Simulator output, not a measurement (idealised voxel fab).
Process module name: voxel released beams
Cross-section cut spans 250 nm and uses square cells 5 nm in size.
Each cross-section below is a grid of square cells, stated as bands in top-down order, with one or more rows of cells making up each band.
Band: top height; bottom height; in nm. Then, left to right: material with width in nm, for each material. "throughout": a single material spanning edge to edge. "air": empty space.
Height reference: 0 = level under which incoming wafer is all one material. Lowest band: no bottom, runs on downward, e.g. "0 and below".
Width: "30 to 40" (first number = top row, second number = bottom row, same change from row to row of cells).
No cell of the cross-section changed in a step that is given as "remains unaltered".
In "Sealed void inventory" the enclosed voids are listed, meaning empty spaces of 8 cells or larger without any opening to the top. The form is width x height at distance, distance from the left edge, units nm.
Post-settings text on a step line: simulator's own remark regarding the step.
overlay nm: on a step with a mask, how far right of its planned place the mask lay; negative means left.

**List of planned process steps**
- 1: RECEIVE with material Si
- 2: CONFORMAL_DEP with material Al2O3, thk nm 5
- 3: DIRECTIONAL_DEP with material SiO2, thk nm 10
- 4: PATTERN with tone open, mask id ANCHOR, material resist, width nm 30, thk nm 15, overlay nm 0
- 5: DIRECTIONAL_ETCH with etch materials SiO2, depth nm 10
- 6: STRIP with etch materials resist
- 7: CONFORMAL_DEP with material SiN, thk nm 10
- 8: PATTERN with tone cover, mask id BEAM, material resist, width nm 100, thk nm 15, overlay nm 0
- 9: DIRECTIONAL_ETCH with etch materials SiN, depth nm 10
- 10: STRIP with etch materials resist
- 11: STRIP with etch materials SiO2

**Incoming wafer, cross-sectional view, post step 1**
  0 and below | Si throughout
  Sealed void inventory: none

**Below is the wafer in cross-section after the module was completed. It began from the starting point shown above and followed the plan shown above, except that one mistake was made while running it**
  25 down to 15 | air 65 nm, SiN 20 nm, air 10 nm, SiN 70 nm, air 85 nm
  15 down to 5 | air 75 nm, SiN 30 nm, air 145 nm
  5 down to 0 | Al2O3 throughout
  0 and below | Si throughout
  Sealed void inventory: none
The mistake made against the process plan was this: step 8 deviated from plan and actually ran as PATTERN with tone cover, mask id BEAM, material resist, width nm 100, thk nm 15, overlay nm -5
